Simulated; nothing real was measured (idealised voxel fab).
The name of this process module is voxel released beams.
Pictured: cross-section cut, 295 nm wide, on a grid of 5 nm square cells.
Square cells in a grid make up a cross-section in this document, and the grid is given as bands, listed from the top down, each one or more rows of cells. Quick guide to a band line: top height, bottom height (nm) up front; then every material left to right with its width in nm. Only one material and it's marked "throughout"? Then it fills the band edge to edge. And "empty" just means empty space. It should be noted that heights are counted from 0, beneath which the wafer as supplied is of one material throughout, and that the lowest band possesses no lower boundary but continues downward, as written in "0 down". Note: "30..40" means the width goes from the first number (top row of the band) to the second number (bottom row) in equal steps per row of cells. For the purposes of this document, the phrase "nothing different" attached to a step denotes that no cell within the cross-section was modified by that step. The list in "Encapsulated voids" covers empty spaces of 8 cells or more that cannot reach the top through any open way, and it gives each as width x height at distance; the distance is from the left edge, and width, height and distance are in nm. after a step's settings: what the simulator itself notes on the step. What "overlay nm" on a step's line means: if the step has a mask, that mask lay this far to the right of its planned place, or, when the value is negative, to the left.
### Here's what the planned process steps look like
1: RECEIVE, material Si
2: CONFORMAL_DEP, material Al2O3, thk nm 5
3: DIRECTIONAL_DEP, material SiO2, thk nm 15
4: DIRECTIONAL_DEP, material aC, thk nm 15
5: PATTERN, tone open, mask id ANCHOR, material resist, width nm 40, thk nm 35, overlay nm 0
6: DIRECTIONAL_ETCH, etch materials aC, depth nm 15
7: STRIP, etch materials resist
8: DIRECTIONAL_ETCH, etch materials SiO2, depth nm 15
9: STRIP, etch materials aC
10: CONFORMAL_DEP, material SiN, thk nm 15
11: DIRECTIONAL_DEP, material aC, thk nm 15
12: PATTERN, tone cover, mask id BEAM, material resist, width nm 95, thk nm 30, overlay nm 0
13: DIRECTIONAL_ETCH, etch materials aC, depth nm 15
14: STRIP, etch materials resist
15: DIRECTIONAL_ETCH, etch materials SiN, depth nm 15
16: STRIP, etch materials aC
17: STRIP, etch materials SiO2
### Incoming wafer, cross-sectional view, post step 1
* 0 down: Si throughout
* Encapsulated voids: none
### Starting wafer: above. Plan: above. Run: one mistake. Cross-section after the module: below
* 35 to 20: 95 of empty, 60 of SiN, 140 of empty
* 20 to 5: 85 of empty, 15 of SiN, 40 of SiO2, 50 of SiN, 105 of empty
* 5 to 0: Al2O3 throughout
* 0 down: Si throughout
* Encapsulated voids: none
What was done differently from what was planned? not per plan at step 5, really ran PATTERN, tone cover, mask id ANCHOR, material resist, width nm 40, thk nm 35, overlay nm 0
